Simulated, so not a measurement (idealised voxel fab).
Presented below is a process module, voxel plated lines.
We display cut, a cross-section 270 nm in width whose square cells are each 5 nm.
In this document a cross-section is written as a grid of square cells. It is given as a series of bands, listed from the top down, and a band is one or more rows of cells. Heads up on the band format: heights come first, top then bottom, in nm. After that it's the materials left to right, each with its width in nm. A single material flagged "everywhere" fills the whole band edge to edge, and "air" means there's empty space there. Heights are reckoned from 0. Under this level, the received wafer is all of one material. The bottommost band is open-ended downward, for example "from 0 down". A width given as "30..40" starts at the first number in the band's top row and ends at the second number in its bottom row, shifting by an equal amount at every step from row to row. Take "remained the same" at face value: in the step it is given for, the cross-section changed in none of its cells. The entry "Closed void roster" lists the empty spaces that cover at least 8 cells and have no open path to the top. Each is written as width x height at distance, where the distance is measured from the left edge and all three values are in nm. It should be noted that, on the line of a given step, the content following the step's settings is a remark produced by the simulator itself with respect to that step. overlay nm: mask right of planned place by this much (step with mask). Neg. = left.

Steps planned for the process
1: op RECEIVE | material Si
2: op CONFORMAL_DEP | material Al2O3 | thk nm 15
3: op DIRECTIONAL_DEP | material TiN | thk nm 5
4: op PATTERN | tone open | mask id LINES | material resist | width nm 15 | pitch nm 35 | thk nm 30 | overlay nm 0
5: op EPI | material Ru | thk nm 10
6: op EPI | material Ru | thk nm 5
7: op STRIP | etch materials resist
8: op DIRECTIONAL_ETCH | etch materials TiN | depth nm 5
9: op CONFORMAL_DEP | material SiO2 | thk nm 5

First of two wafers, with the run carried out as planned

Shown in cross-section is the wafer as received, that is, as it stands after step 1
	from 0 down: Si everywhere
	Closed void roster: none

The wafer in cross-section once step 2 is complete
	from 15 to 0: Al2O3 everywhere
	Note: structure below 0 unchanged.

The wafer in cross-section once step 3 is complete
	from 20 to 15: TiN everywhere
	Note: structure below 15 unchanged.

The wafer in cross-section once step 4 is complete
	from 50 to 20: resist=110; air=15; resist=20; air=15; resist=110
	Note: structure below 20 unchanged.

The wafer in cross-section once step 5 is complete
	from 50 to 30: resist=110; air=15; resist=20; air=15; resist=110
	from 30 to 20: resist=110; Ru=15; resist=20; Ru=15; resist=110
	Note: structure below 20 unchanged.

The wafer in cross-section once step 6 is complete
	from 50 to 35: resist=110; air=15; resist=20; air=15; resist=110
	from 35 to 20: resist=110; Ru=15; resist=20; Ru=15; resist=110
	Note: structure below 20 unchanged.

The wafer in cross-section once step 7 is complete
	from 35 to 20: air=110; Ru=15; air=20; Ru=15; air=110
	Note: structure below 20 unchanged.

The wafer in cross-section once step 8 is complete
	from 35 to 20: air=110; Ru=15; air=20; Ru=15; air=110
	from 20 to 15: air=110; TiN=15; air=20; TiN=15; air=110
	Note: structure below 15 unchanged.

The wafer in cross-section once step 9 is complete
	from 40 to 35: air=105; SiO2=25; air=10; SiO2=25; air=105
	from 35 to 20: air=105; SiO2=5; Ru=15; SiO2=5; air=10; SiO2=5; Ru=15; SiO2=5; air=105
	from 20 to 15: SiO2=110; TiN=15; SiO2=20; TiN=15; SiO2=110
	Note: structure below 15 unchanged.

Second Wafer (Identical Start and Plan, One Processing Error; Matches First Wafer Through Step 3)

Second wafer at the planned finish of step 4, seen in cross-section: remained the same

Second wafer at the planned finish of step 5, seen in cross-section
	from 30 to 20: Ru everywhere
	Note: structure below 20 unchanged.

Second wafer at the planned finish of step 6, seen in cross-section
	from 35 to 20: Ru everywhere
	Note: structure below 20 unchanged.

Second wafer at the planned finish of step 7, seen in cross-section: remained the same

Second wafer at the planned finish of step 8, seen in cross-section: remained the same

Second wafer at the planned finish of step 9, seen in cross-section
	from 40 to 35: SiO2 everywhere
	Note: structure below 35 unchanged.
What went wrong in running the wafer? skipped: plan step 4 (never run)
Final comparison by cell count, materials where the second wafer has more or fewer than the first: Ru: 144 more, SiO2: 16 fewer, TiN: 48 more
